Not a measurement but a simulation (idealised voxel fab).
The process module that follows is named voxel ribs on slabs.
The width of the displayed cross-section, cut, is 280 nm; its cells are square, with a size of 5 nm.
If you're reading a cross-section in this doc, picture square cells in a grid; it comes to you as bands, top ones listed first down to the bottom, and a band can be one or more rows of cells. In this notation a band is specified by the heights of its top and bottom, in that order and in nm, after which its materials appear from left to right, each paired with its width in nm. The word "all across" attached to a single material means that material fills the band from edge to edge; the word "blank" stands for empty space. All heights in this document are referenced to 0, defined as the level beneath which the wafer, as received, consists entirely of one material. The lowest band is not bounded below; it extends indefinitely downward and is written in the form "0 nm and below". A two-number width, for instance "30->40", indicates that the width is equal to the first number in the top row of the band and to the second number in the bottom row, and that it changes by a constant amount per row of cells. You'll sometimes find "changes: none" written for a step, and that's the way of saying that nowhere in the cross-section did a cell change during that step. "Sealed internal voids" contains a list of empty spaces, each no smaller than 8 cells and without an open way to the top, written in the form width x height at distance with the distance from the left edge and all three in nm. On a step's line, text after the settings is the simulator commenting on that step. The "overlay nm" setting may appear on a step's line; for a step that uses a mask, it gives how far to the right of its planned position the mask lay, and a negative value indicates the left.
## Intended process steps
1. RECEIVE: material Si
2. DIRECTIONAL_DEP: material SiO2, thk nm 25
3. DIRECTIONAL_DEP: material polySi, thk nm 15
4. DIRECTIONAL_DEP: material aC, thk nm 10
5. PATTERN: tone cover, mask id RIB, material resist, width nm 15, thk nm 30, overlay nm 0
6. DIRECTIONAL_ETCH: etch materials aC, depth nm 10
7. STRIP: etch materials resist
8. DIRECTIONAL_ETCH: etch materials polySi, depth nm 10
9. STRIP: etch materials aC
10. MASKED_ETCH: tone cover, mask id SLAB, width nm 35, etch materials polySi, depth nm 5, overlay nm 0
11. FILL_DEP: material SiO2, thk nm 15
12. CMP: height nm 50
13. DIRECTIONAL_DEP: material TiN, thk nm 5
14. MASKED_ETCH: tone cover, mask id HEATER, width nm 25, etch materials TiN, depth nm 5, overlay nm 0
15. CONFORMAL_DEP: material SiO2, thk nm 10
varied across the wafers: width nm of step 10. The plan shows the first wafer's value. All wafers start alike
## First of several wafers, received after step 1, in cross-section
> 0 nm and below: Si all across
> Sealed internal voids: none
## Post step 15, the closing step of the module: first of several wafers, cross-sectioned
> 65 nm to 60 nm: 115 nm blank / 45 nm SiO2 / 120 nm blank
> 60 nm to 55 nm: SiO2 all across
> 55 nm to 50 nm: 125 nm SiO2 / 25 nm TiN / 130 nm SiO2
> 50 nm to 40 nm: SiO2 all across
> 40 nm to 30 nm: 130 nm SiO2 / 15 nm polySi / 135 nm SiO2
> 30 nm to 25 nm: 120 nm SiO2 / 35 nm polySi / 125 nm SiO2
> 25 nm to 0 nm: SiO2 all across
> 0 nm and below: Si all across
> Sealed internal voids: none
## End of module: cross-section, last of several wafers
> 65 nm to 60 nm: 115 nm blank / 45 nm SiO2 / 120 nm blank
> 60 nm to 55 nm: SiO2 all across
> 55 nm to 50 nm: 125 nm SiO2 / 25 nm TiN / 130 nm SiO2
> 50 nm to 40 nm: SiO2 all across
> 40 nm to 30 nm: 130 nm SiO2 / 15 nm polySi / 135 nm SiO2
> 30 nm to 25 nm: 110 nm SiO2 / 60 nm polySi / 110 nm SiO2
> 25 nm to 0 nm: SiO2 all across
> 0 nm and below: Si all across
> Sealed internal voids: none
## The following table contains a row per wafer, in which are reported, at the conclusion of the module, the cells of each material gained (+) or lost (-) since the wafer's receipt, with its closed voids given thereafter
width nm 35, +663 SiO2, +5 TiN, +13 polySi, Sealed internal voids: none
width nm 40, +662 SiO2, +5 TiN, +14 polySi, Sealed internal voids: none
width nm 45, +661 SiO2, +5 TiN, +15 polySi, Sealed internal voids: none
width nm 50, +660 SiO2, +5 TiN, +16 polySi, Sealed internal voids: none
width nm 55, +659 SiO2, +5 TiN, +17 polySi, Sealed internal voids: none
width nm 60, +658 SiO2, +5 TiN, +18 polySi, Sealed internal voids: none
